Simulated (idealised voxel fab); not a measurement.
process module | voxel wiring stack
cross-section cut | 190 nm wide | cells 5 nm
A cross-section is a grid of square cells, given in bands from the top down. A band is one or more rows of cells.
Each band's line starts with the height of the band's top and of its bottom, in nm. Then come its materials from left to right, each with its width in nm. One material with "throughout" fills the band from edge to edge. "air" is empty space.
Height 0 is the level under which the wafer as received is all one material. The lowest band goes on downwards, as in "0 down".
A width such as "30 to 40" changes by the same amount from each row of cells to the next, from the band's top row to its bottom row.
"no change" after a step means that no cell of the cross-section changed.
closed voids: empty space of 8 cells or more with no open way to the top, each as width x height at its distance from the left edge, in nm
after a step's settings: what the simulator itself notes on the step
overlay nm, on a step with a mask: how far to the right of its planned place the mask lay; to the left if negative
plan
1 op RECEIVE | material Si
2 op CONFORMAL_DEP | material SiO2 | thk nm 10
3 op CONFORMAL_DEP | material SiCN | thk nm 5
4 op DIRECTIONAL_DEP | material SiO2 | thk nm 25
5 op MASKED_ETCH | tone open | mask id METAL_1 | width nm 30 | pitch nm 55 | etch materials SiO2 | depth nm 25 | overlay nm 0
6 op MASKED_ETCH | tone open | mask id METAL_1 | width nm 30 | pitch nm 55 | etch materials SiCN | depth nm 5 | overlay nm 0
7 op CONFORMAL_DEP | material TiN | thk nm 5
8 op FILL_DEP | material Cu | thk nm 10
9 op CMP | height nm 40
10 op EPI | material Ru | thk nm 5
11 op FILL_DEP | material SiCN | thk nm 5
12 op DIRECTIONAL_DEP | material lowk | thk nm 10
13 op MASKED_ETCH | tone open | mask id PLUG_1 | width nm 15 | pitch nm 55 | etch materials lowk | depth nm 10 | overlay nm 0
14 op MASKED_ETCH | tone open | mask id PLUG_1 | width nm 15 | pitch nm 55 | etch materials SiCN | depth nm 5 | overlay nm 0
15 op EPI | material Ru | thk nm 10
16 op EPI | material Ru | thk nm 5
17 op DIRECTIONAL_DEP | material TiN | thk nm 5
18 op DIRECTIONAL_DEP | material W | thk nm 25
19 op PATTERN | tone cover | mask id METAL_2 | material resist | width nm 30 | pitch nm 55 | thk nm 20 | overlay nm 0
20 op DIRECTIONAL_ETCH | etch materials W | depth nm 25
21 op DIRECTIONAL_ETCH | etch materials TiN | depth nm 5
22 op STRIP | etch materials resist
23 op CONFORMAL_DEP | material SiCN | thk nm 5
24 op FILL_DEP | material lowk | thk nm 5
25 op CMP | height nm 90
26 op CONFORMAL_DEP | material SiCN | thk nm 5
27 op DIRECTIONAL_DEP | material lowk | thk nm 15
28 op DIRECTIONAL_DEP | material aC | thk nm 15
29 op PATTERN | tone open | mask id PLUG_2 | material resist | width nm 15 | thk nm 30 | overlay nm 0
30 op DIRECTIONAL_ETCH | etch materials aC | depth nm 15
31 op STRIP | etch materials resist
32 op DIRECTIONAL_ETCH | etch materials lowk | depth nm 15
33 op DIRECTIONAL_ETCH | etch materials SiCN | depth nm 5
34 op STRIP | etch materials aC
35 op EPI | material Ru | thk nm 10
36 op EPI | material Ru | thk nm 10
37 op DIRECTIONAL_DEP | material TiN | thk nm 5
38 op DIRECTIONAL_DEP | material Ru | thk nm 15
39 op DIRECTIONAL_DEP | material aC | thk nm 15
40 op PATTERN | tone cover | mask id METAL_3 | material resist | width nm 30 | pitch nm 55 | thk nm 30 | overlay nm 0
41 op DIRECTIONAL_ETCH | etch materials aC | depth nm 15
42 op STRIP | etch materials resist
43 op DIRECTIONAL_ETCH | etch materials Ru | depth nm 15
44 op DIRECTIONAL_ETCH | etch materials TiN | depth nm 5
45 op STRIP | etch materials aC
46 op CONFORMAL_DEP | material SiN | thk nm 5
47 op FILL_DEP | material SiO2 | thk nm 10
48 op CMP | height nm 130
49 op CONFORMAL_DEP | material SiN | thk nm 5
first wafer, as planned
as received, after step 1
  0 down: Si throughout
  closed voids: none
after step 2
  10 to 0: SiO2 throughout
  below 0: unchanged
after step 3
  15 to 10: SiCN throughout
  below 10: unchanged
after step 4
  40 to 15: SiO2 throughout
  below 15: unchanged
after step 5
  40 to 15: SiO2 50 | air 30 | SiO2 25 | air 30 | SiO2 55
  below 15: unchanged
after step 6
  40 to 15: SiO2 50 | air 30 | SiO2 25 | air 30 | SiO2 55
  15 to 10: SiCN 50 | air 30 | SiCN 25 | air 30 | SiCN 55
  below 10: unchanged
after step 7
  45 to 40: TiN 55 | air 20 | TiN 35 | air 20 | TiN 60
  40 to 15: SiO2 50 | TiN 5 | air 20 | TiN 5 | SiO2 25 | TiN 5 | air 20 | TiN 5 | SiO2 55
  15 to 10: SiCN 50 | TiN 30 | SiCN 25 | TiN 30 | SiCN 55
  below 10: unchanged
after step 8
  55 to 45: Cu throughout
  45 to 40: TiN 55 | Cu 20 | TiN 35 | Cu 20 | TiN 60
  40 to 15: SiO2 50 | TiN 5 | Cu 20 | TiN 5 | SiO2 25 | TiN 5 | Cu 20 | TiN 5 | SiO2 55
  below 15: unchanged
after step 9
  40 to 15: SiO2 50 | TiN 5 | Cu 20 | TiN 5 | SiO2 25 | TiN 5 | Cu 20 | TiN 5 | SiO2 55
  below 15: unchanged
after step 10
  45 to 40: air 45 | Ru 40 | air 15 | Ru 40 | air 50
  below 40: unchanged
after step 11
  50 to 45: SiCN throughout
  45 to 40: SiCN 45 | Ru 40 | SiCN 15 | Ru 40 | SiCN 50
  below 40: unchanged
after step 12
  60 to 50: lowk throughout
  below 50: unchanged
after step 13
  60 to 50: lowk 50 | air 15 | lowk 40 | air 15 | lowk 70
  below 50: unchanged
after step 14
  60 to 50: lowk 50 | air 15 | lowk 40 | air 15 | lowk 70
  50 to 45: SiCN 50 | air 15 | SiCN 40 | air 15 | SiCN 70
  below 45: unchanged
after step 15
  60 to 55: lowk 50 | air 15 | lowk 40 | air 15 | lowk 70
  55 to 50: lowk 50 | Ru 15 | lowk 40 | Ru 15 | lowk 70
  50 to 40: SiCN 50 to 45 | Ru 15 to 40 | SiCN 40 to 15 | Ru 15 to 40 | SiCN 70 to 50
  below 40: unchanged
after step 16
  60 to 50: lowk 50 | Ru 15 | lowk 40 | Ru 15 | lowk 70
  below 50: unchanged
after step 17
  65 to 60: TiN throughout
  below 60: unchanged
after step 18
  90 to 65: W throughout
  below 65: unchanged
after step 19
  110 to 90: air 50 | resist 30 | air 25 | resist 30 | air 55
  below 90: unchanged
after step 20
  110 to 90: air 50 | resist 30 | air 25 | resist 30 | air 55
  90 to 65: air 50 | W 30 | air 25 | W 30 | air 55
  below 65: unchanged
after step 21
  110 to 90: air 50 | resist 30 | air 25 | resist 30 | air 55
  90 to 65: air 50 | W 30 | air 25 | W 30 | air 55
  65 to 60: air 50 | TiN 30 | air 25 | TiN 30 | air 55
  below 60: unchanged
after step 22
  90 to 65: air 50 | W 30 | air 25 | W 30 | air 55
  below 65: unchanged
after step 23
  95 to 90: air 45 | SiCN 40 | air 15 | SiCN 40 | air 50
  90 to 65: air 45 | SiCN 5 | W 30 | SiCN 5 | air 15 | SiCN 5 | W 30 | SiCN 5 | air 50
  65 to 60: SiCN 50 | TiN 30 | SiCN 25 | TiN 30 | SiCN 55
  below 60: unchanged
after step 24
  100 to 95: lowk throughout
  95 to 90: lowk 45 | SiCN 40 | lowk 15 | SiCN 40 | lowk 50
  90 to 65: lowk 45 | SiCN 5 | W 30 | SiCN 5 | lowk 15 | SiCN 5 | W 30 | SiCN 5 | lowk 50
  below 65: unchanged
after step 25
  90 to 65: lowk 45 | SiCN 5 | W 30 | SiCN 5 | lowk 15 | SiCN 5 | W 30 | SiCN 5 | lowk 50
  below 65: unchanged
after step 26
  95 to 90: SiCN throughout
  below 90: unchanged
after step 27
  110 to 95: lowk throughout
  below 95: unchanged
after step 28
  125 to 110: aC throughout
  below 110: unchanged
after step 29
  155 to 125: resist 50 | air 15 | resist 125
  below 125: unchanged
after step 30
  140 to 125: resist 50 | air 15 | resist 125
  125 to 110: aC 50 | air 15 | aC 125
  below 110: unchanged
after step 31
  125 to 110: aC 50 | air 15 | aC 125
  below 110: unchanged
after step 32
  125 to 110: aC 50 | air 15 | aC 125
  110 to 95: lowk 50 | air 15 | lowk 125
  below 95: unchanged
after step 33
  125 to 110: aC 50 | air 15 | aC 125
  110 to 95: lowk 50 | air 15 | lowk 125
  95 to 90: SiCN 50 | air 15 | SiCN 125
  below 90: unchanged
after step 34
  110 to 95: lowk 50 | air 15 | lowk 125
  below 95: unchanged
after step 35
  110 to 100: lowk 50 | air 15 | lowk 125
  100 to 95: lowk 50 | Ru 15 | lowk 125
  95 to 90: SiCN 50 | Ru 15 | SiCN 125
  below 90: unchanged
after step 36
  110 to 95: lowk 50 | Ru 15 | lowk 125
  below 95: unchanged
after step 37
  115 to 110: TiN throughout
  below 110: unchanged
after step 38
  130 to 115: Ru throughout
  below 115: unchanged
after step 39
  145 to 130: aC throughout
  below 130: unchanged
after step 40
  175 to 145: air 50 | resist 30 | air 25 | resist 30 | air 55
  below 145: unchanged
after step 41
  160 to 145: air 50 | resist 30 | air 25 | resist 30 | air 55
  145 to 130: air 50 | aC 30 | air 25 | aC 30 | air 55
  below 130: unchanged
after step 42
  145 to 130: air 50 | aC 30 | air 25 | aC 30 | air 55
  below 130: unchanged
after step 43
  145 to 130: air 50 | aC 30 | air 25 | aC 30 | air 55
  130 to 115: air 50 | Ru 30 | air 25 | Ru 30 | air 55
  below 115: unchanged
after step 44
  145 to 130: air 50 | aC 30 | air 25 | aC 30 | air 55
  130 to 115: air 50 | Ru 30 | air 25 | Ru 30 | air 55
  115 to 110: air 50 | TiN 30 | air 25 | TiN 30 | air 55
  below 110: unchanged
after step 45
  130 to 115: air 50 | Ru 30 | air 25 | Ru 30 | air 55
  below 115: unchanged
after step 46
  135 to 130: air 45 | SiN 40 | air 15 | SiN 40 | air 50
  130 to 115: air 45 | SiN 5 | Ru 30 | SiN 5 | air 15 | SiN 5 | Ru 30 | SiN 5 | air 50
  115 to 110: SiN 50 | TiN 30 | SiN 25 | TiN 30 | SiN 55
  below 110: unchanged
after step 47
  145 to 135: SiO2 throughout
  135 to 130: SiO2 45 | SiN 40 | SiO2 15 | SiN 40 | SiO2 50
  130 to 115: SiO2 45 | SiN 5 | Ru 30 | SiN 5 | SiO2 15 | SiN 5 | Ru 30 | SiN 5 | SiO2 50
  below 115: unchanged
after step 48
  130 to 115: SiO2 45 | SiN 5 | Ru 30 | SiN 5 | SiO2 15 | SiN 5 | Ru 30 | SiN 5 | SiO2 50
  below 115: unchanged
after step 49
  135 to 130: SiN throughout
  below 130: unchanged
second wafer: like start, like plan, one mistake. Through step 25 it matches the first wafer
when step 26 should have ended
  105 to 90: lowk throughout
  below 90: unchanged
when step 27 should have ended
  110 to 105: SiCN throughout
  below 105: unchanged
when step 28 should have ended
  125 to 110: aC throughout
  below 110: unchanged
when step 29 should have ended
  155 to 125: resist 50 | air 15 | resist 125
  below 125: unchanged
when step 30 should have ended
  140 to 125: resist 50 | air 15 | resist 125
  125 to 110: aC 50 | air 15 | aC 125
  below 110: unchanged
when step 31 should have ended
  125 to 110: aC 50 | air 15 | aC 125
  below 110: unchanged
when step 32 should have ended: no change
when step 33 should have ended
  125 to 110: aC 50 | air 15 | aC 125
  110 to 105: SiCN 50 | air 15 | SiCN 125
  below 105: unchanged
when step 34 should have ended
  110 to 105: SiCN 50 | air 15 | SiCN 125
  below 105: unchanged
when step 35 should have ended: no change
when step 36 should have ended: no change
when step 37 should have ended
  115 to 110: TiN 50 | air 15 | TiN 125
  110 to 105: SiCN 50 | TiN 15 | SiCN 125
  below 105: unchanged
when step 38 should have ended
  130 to 125: Ru 50 | air 15 | Ru 125
  125 to 115: Ru throughout
  115 to 110: TiN 50 | Ru 15 | TiN 125
  below 110: unchanged
when step 39 should have ended
  145 to 140: aC 50 | air 15 | aC 125
  140 to 130: aC throughout
  130 to 125: Ru 50 | aC 15 | Ru 125
  below 125: unchanged
when step 40 should have ended
  175 to 145: air 50 | resist 30 | air 25 | resist 30 | air 55
  145 to 140: aC 50 | resist 15 | aC 125
  below 140: unchanged
when step 41 should have ended
  160 to 145: air 50 | resist 30 | air 25 | resist 30 | air 55
  145 to 140: air 50 | resist 15 | aC 15 | air 25 | aC 30 | air 55
  140 to 130: air 50 | aC 30 | air 25 | aC 30 | air 55
  below 130: unchanged
when step 42 should have ended
  145 to 140: air 65 | aC 15 | air 25 | aC 30 | air 55
  below 140: unchanged
when step 43 should have ended
  145 to 140: air 65 | aC 15 | air 25 | aC 30 | air 55
  140 to 130: air 50 | aC 30 | air 25 | aC 30 | air 55
  130 to 125: air 50 | aC 15 | Ru 15 | air 25 | Ru 30 | air 55
  125 to 115: air 50 | Ru 30 | air 25 | Ru 30 | air 55
  below 115: unchanged
when step 44 should have ended
  145 to 140: air 65 | aC 15 | air 25 | aC 30 | air 55
  140 to 130: air 50 | aC 30 | air 25 | aC 30 | air 55
  130 to 125: air 50 | aC 15 | Ru 15 | air 25 | Ru 30 | air 55
  125 to 115: air 50 | Ru 30 | air 25 | Ru 30 | air 55
  115 to 110: air 50 | Ru 15 | TiN 15 | air 25 | TiN 30 | air 55
  below 110: unchanged
when step 45 should have ended
  130 to 125: air 65 | Ru 15 | air 25 | Ru 30 | air 55
  below 125: unchanged
when step 46 should have ended
  135 to 130: air 60 | SiN 25 | air 15 | SiN 40 | air 50
  130 to 125: air 45 | SiN 20 | Ru 15 | SiN 5 | air 15 | SiN 5 | Ru 30 | SiN 5 | air 50
  125 to 115: air 45 | SiN 5 | Ru 30 | SiN 5 | air 15 | SiN 5 | Ru 30 | SiN 5 | air 50
  115 to 110: SiN 50 | Ru 15 | TiN 15 | SiN 25 | TiN 30 | SiN 55
  below 110: unchanged
when step 47 should have ended
  145 to 135: SiO2 throughout
  135 to 130: SiO2 60 | SiN 25 | SiO2 15 | SiN 40 | SiO2 50
  130 to 125: SiO2 45 | SiN 20 | Ru 15 | SiN 5 | SiO2 15 | SiN 5 | Ru 30 | SiN 5 | SiO2 50
  125 to 115: SiO2 45 | SiN 5 | Ru 30 | SiN 5 | SiO2 15 | SiN 5 | Ru 30 | SiN 5 | SiO2 50
  below 115: unchanged
when step 48 should have ended
  130 to 125: SiO2 45 | SiN 20 | Ru 15 | SiN 5 | SiO2 15 | SiN 5 | Ru 30 | SiN 5 | SiO2 50
  below 125: unchanged
when step 49 should have ended
  135 to 130: SiN throughout
  below 130: unchanged
what went wrong: steps 26 and 27 were swapped
at the end the second wafer has, in cells: 12 fewer of Ru | 3 more of SiN | 9 more of lowk
